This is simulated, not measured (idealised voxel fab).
Proc. module: voxel self aligned vias
Section shown: cut. Width: 250 nm. Cell size: 5 nm, square.
A cross-section in this document is a grid of square cells, and it is written down as bands, the top band listed before the ones below it; a band is made up of one or more rows of cells. In this notation a band is specified by the heights of its top and bottom, in that order and in nm, after which its materials appear from left to right, each paired with its width in nm. The word "all across" attached to a single material means that material fills the band from edge to edge; the word "empty" stands for empty space. Heads up on the height convention: 0 is the point under which the incoming wafer is all one material, and the lowest band has no bottom, it just keeps going down, like "0..down". Read "30->40" as a graded width: first number on top, second number at the bottom, same change between each pair of neighbouring rows. Step note "stayed the same" = no cross-section cell changed. Closed-off voids of 8+ cells (no open route to the top) go in "Unvented internal voids", written width x height at distance from the left edge, in nm. Anything after a step's settings on that line? It's the simulator's own note about the step. overlay nm: mask right of planned place by this much (step with mask). Neg. = left.
**List of planned process steps**
1 RECEIVE [material Si]
2 CONFORMAL_DEP [material SiO2] [thk nm 10]
3 CONFORMAL_DEP [material SiCN] [thk nm 5]
4 DIRECTIONAL_DEP [material lowk] [thk nm 25]
5 PATTERN [tone open] [mask id LINES] [material resist] [width nm 30] [pitch nm 65] [thk nm 15] [overlay nm -15]
6 DIRECTIONAL_ETCH [etch materials lowk] [depth nm 25]
7 STRIP [etch materials resist]
8 CONFORMAL_DEP [material TiN] [thk nm 5]
9 FILL_DEP [material Ru] [thk nm 10]
10 CMP [height nm 40]
11 SELECTIVE_ETCH [etch materials W Ru TiN] [depth nm 10]
12 FILL_DEP [material SiN] [thk nm 10]
13 CMP [height nm 40]
14 DIRECTIONAL_DEP [material lowk] [thk nm 15]
15 PATTERN [tone open] [mask id VIAS] [material resist] [width nm 50] [pitch nm 65] [thk nm 20] [overlay nm 0]
16 DIRECTIONAL_ETCH [etch materials lowk] [depth nm 15]
17 DIRECTIONAL_ETCH [etch materials SiN] [depth nm 10]
18 STRIP [etch materials resist]
19 CONFORMAL_DEP [material TiN] [thk nm 5]
20 FILL_DEP [material W] [thk nm 5]
21 CMP [height nm 55]
22 CONFORMAL_DEP [material SiN] [thk nm 5]
Among the wafers covered here, the point of difference is the overlay nm at step 5; their starting state is shared, and the plan presents the value of the first wafer.
**first wafer as received, after step 1**
* 0..down | Si all across
* Unvented internal voids: none
**Where each wafer stands at the end of the module, a row apiece: cells of each material gained (+) or lost (-) since it was received, then closed voids**
overlay nm -15 | +24 Ru | +50 SiCN | +56 SiN | +100 SiO2 | +84 TiN | +66 W | +220 lowk | Unvented internal voids: none
overlay nm -10 | +24 Ru | +50 SiCN | +50 SiN | +100 SiO2 | +84 TiN | +72 W | +220 lowk | Unvented internal voids: none
overlay nm -5 | +24 Ru | +50 SiCN | +50 SiN | +100 SiO2 | +84 TiN | +72 W | +220 lowk | Unvented internal voids: none
overlay nm 0 | +24 Ru | +50 SiCN | +50 SiN | +100 SiO2 | +84 TiN | +72 W | +220 lowk | Unvented internal voids: none
overlay nm 5 | +24 Ru | +50 SiCN | +50 SiN | +100 SiO2 | +84 TiN | +72 W | +220 lowk | Unvented internal voids: none
overlay nm 10 | +24 Ru | +50 SiCN | +50 SiN | +100 SiO2 | +84 TiN | +72 W | +220 lowk | Unvented internal voids: none
overlay nm 15 | +24 Ru | +50 SiCN | +56 SiN | +100 SiO2 | +84 TiN | +66 W | +220 lowk | Unvented internal voids: none
